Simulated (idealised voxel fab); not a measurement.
Process module in this document: voxel released beams
Xsec cut, 295 nm wide, square cell size 5 nm.
Cross-section layout: square cells on a grid; listed as bands, top to bottom; a band spans one or more cell rows.
The entry gives the band's vertical extent as a top height and a bottom height in nm, then its horizontal make-up as materials from left to right, each with a width in nm. "empty" stands for empty space; a single material marked "everywhere" fills the band edge to edge.
Heights from 0 (as-received wafer is one material below). Bottom band endless downward, as "top 0, no bottom".
A width such as "30..40" changes by the same amount from each row of cells to the next, from the band's top row to its bottom row.
Any step labelled "nothing altered" changed none of the cells in the cross-section.
Under "Internal closed voids" you'll find the enclosed gaps, the ones with no way out to the top, that are 8 cells or bigger; each reads width x height at distance, with distance counted from the left edge, everything in nm.
after a step's settings: what the simulator itself notes on the step
"overlay nm" on a masked step: distance the mask lay right of its planned place, negative for left.

-- Set out below are the planned steps of the process
step 1: RECEIVE (material Si)
step 2: CONFORMAL_DEP (material Al2O3; thk nm 5)
step 3: DIRECTIONAL_DEP (material SiO2; thk nm 10)
step 4: MASKED_ETCH (tone open; mask id ANCHOR; width nm 35; etch materials SiO2; depth nm 10; overlay nm 0)
step 5: CONFORMAL_DEP (material W; thk nm 10)
step 6: MASKED_ETCH (tone cover; mask id BEAM; width nm 105; etch materials W; depth nm 10; overlay nm 0)
step 7: STRIP (etch materials SiO2)

-- Wafer at receipt (post step 1), cross-section
    top 0, no bottom: Si everywhere
    Internal closed voids: none

-- Cross-section taken at module completion on the first of two wafers; processed per the plan
    top 25, bottom 15: empty: 90, W: 15, empty: 15, W: 75, empty: 100
    top 15, bottom 5: empty: 95, W: 35, empty: 165
    top 5, bottom 0: Al2O3 everywhere
    top 0, no bottom: Si everywhere
    Internal closed voids: none

-- Cross-sectional image of the second wafer of the two following completion of the module. Starting state and process plan were the same as for the first wafer; one execution error occurred
    top 25, bottom 15: empty: 90, W: 105, empty: 100
    top 15, bottom 10: Al2O3 everywhere
    top 10, bottom 0: SiO2 everywhere
    top 0, no bottom: Si everywhere
    Internal closed voids: none
Plan not followed: a sequencing error occurred in which plan steps 2 and 3 were transposed
The final cell counts differ between the wafers, with the second having more or fewer of some materials than the first: +118 SiO2, -8 W
